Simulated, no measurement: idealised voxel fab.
process module | voxel wiring stack
cross-section cut | 230 nm wide | cells 5 nm
A cross-section is a grid of square cells, given in bands from the top down. A band is one or more rows of cells.
Each band's line starts with the height of the band's top and of its bottom, in nm. Then come its materials from left to right, each with its width in nm. One material with "throughout" fills the band from edge to edge. "air" is empty space.
Height 0 is the level under which the wafer as received is all one material. The lowest band goes on downwards, as in "0 down".
A width such as "30 to 40" changes by the same amount from each row of cells to the next, from the band's top row to its bottom row.
"no change" after a step means that no cell of the cross-section changed.
closed voids: empty space of 8 cells or more with no open way to the top, each as width x height at its distance from the left edge, in nm
after a step's settings: what the simulator itself notes on the step
overlay nm, on a step with a mask: how far to the right of its planned place the mask lay; to the left if negative
plan
1 op RECEIVE | material Si
2 op CONFORMAL_DEP | material SiO2 | thk nm 10
3 op DIRECTIONAL_DEP | material TiN | thk nm 5
4 op DIRECTIONAL_DEP | material W | thk nm 15
5 op MASKED_ETCH | tone cover | mask id METAL_1 | width nm 30 | pitch nm 60 | etch materials W | depth nm 15 | overlay nm 0
6 op MASKED_ETCH | tone cover | mask id METAL_1 | width nm 30 | pitch nm 60 | etch materials TiN | depth nm 5 | overlay nm 0
7 op FILL_DEP | material SiO2 | thk nm 5
8 op CMP | height nm 30
9 op CONFORMAL_DEP | material SiCN | thk nm 5
10 op DIRECTIONAL_DEP | material SiO2 | thk nm 25
11 op DIRECTIONAL_DEP | material aC | thk nm 10
12 op PATTERN | tone open | mask id METAL_2_HOLES | material resist | width nm 15 | pitch nm 60 | thk nm 25 | overlay nm 0
13 op DIRECTIONAL_ETCH | etch materials aC | depth nm 10
14 op STRIP | etch materials resist
15 op DIRECTIONAL_ETCH | etch materials SiO2 | depth nm 25
16 op STRIP | etch materials aC
17 op PATTERN | tone open | mask id METAL_2 | material resist | width nm 30 | pitch nm 60 | thk nm 20 | overlay nm 0
18 op DIRECTIONAL_ETCH | etch materials SiO2 | depth nm 15
19 op DIRECTIONAL_ETCH | etch materials SiCN | depth nm 5
20 op STRIP | etch materials resist
21 op CONFORMAL_DEP | material TiN | thk nm 5
22 op FILL_DEP | material Cu | thk nm 5
23 op CMP | height nm 60
24 op CONFORMAL_DEP | material SiCN | thk nm 5
as received, after step 1
  0 down: Si throughout
  closed voids: none
first wafer at the end, as planned
  65 to 60: SiCN throughout
  60 to 50: SiO2 40 | TiN 5 | Cu 20 | TiN 5 | SiO2 30 | TiN 5 | Cu 20 | TiN 5 | SiO2 30 | TiN 5 | Cu 20 | TiN 5 | SiO2 40
  50 to 45: SiO2 40 | TiN 5 | Cu 5 | TiN 20 | SiO2 30 | TiN 5 | Cu 5 | TiN 20 | SiO2 30 | TiN 5 | Cu 5 | TiN 20 | SiO2 40
  45 to 35: SiO2 40 | TiN 5 | Cu 5 | TiN 5 | SiO2 45 | TiN 5 | Cu 5 | TiN 5 | SiO2 45 | TiN 5 | Cu 5 | TiN 5 | SiO2 55
  35 to 30: SiCN 40 | TiN 15 | SiCN 45 | TiN 15 | SiCN 45 | TiN 15 | SiCN 55
  30 to 15: SiO2 40 | W 30 | SiO2 30 | W 30 | SiO2 30 | W 30 | SiO2 40
  15 to 10: SiO2 40 | TiN 30 | SiO2 30 | TiN 30 | SiO2 30 | TiN 30 | SiO2 40
  10 to 0: SiO2 throughout
  0 down: Si throughout
  closed voids: none
second wafer at the end: like start, like plan, one mistake
  65 to 60: SiCN throughout
  60 to 50: Cu 50 | TiN 5 | SiO2 15 | TiN 5 | Cu 35 | TiN 5 | SiO2 15 | TiN 5 | Cu 35 | TiN 5 | SiO2 15 | TiN 5 | Cu 35
  50 to 45: TiN 45 | Cu 5 | TiN 5 | SiO2 15 | TiN 35 | Cu 5 | TiN 5 | SiO2 15 | TiN 35 | Cu 5 | TiN 5 | SiO2 15 | TiN 40
  45 to 40: SiO2 40 | TiN 5 | Cu 5 | TiN 5 | SiO2 45 | TiN 5 | Cu 5 | TiN 5 | SiO2 45 | TiN 5 | Cu 5 | TiN 5 | SiO2 55
  40 to 35: SiO2 40 | TiN 15 | SiO2 45 | TiN 15 | SiO2 45 | TiN 15 | SiO2 55
  35 to 30: SiCN throughout
  30 to 15: SiO2 40 | W 30 | SiO2 30 | W 30 | SiO2 30 | W 30 | SiO2 40
  15 to 10: SiO2 40 | TiN 30 | SiO2 30 | TiN 30 | SiO2 30 | TiN 30 | SiO2 40
  10 to 0: SiO2 throughout
  0 down: Si throughout
  closed voids: none
what went wrong: step 17 ran as: op PATTERN | tone cover | mask id METAL_2 | material resist | width nm 30 | pitch nm 60 | thk nm 20 | overlay nm 0
at the end the second wafer has, in cells: 35 more of Cu | 9 more of SiCN | 57 fewer of SiO2 | 13 more of TiN
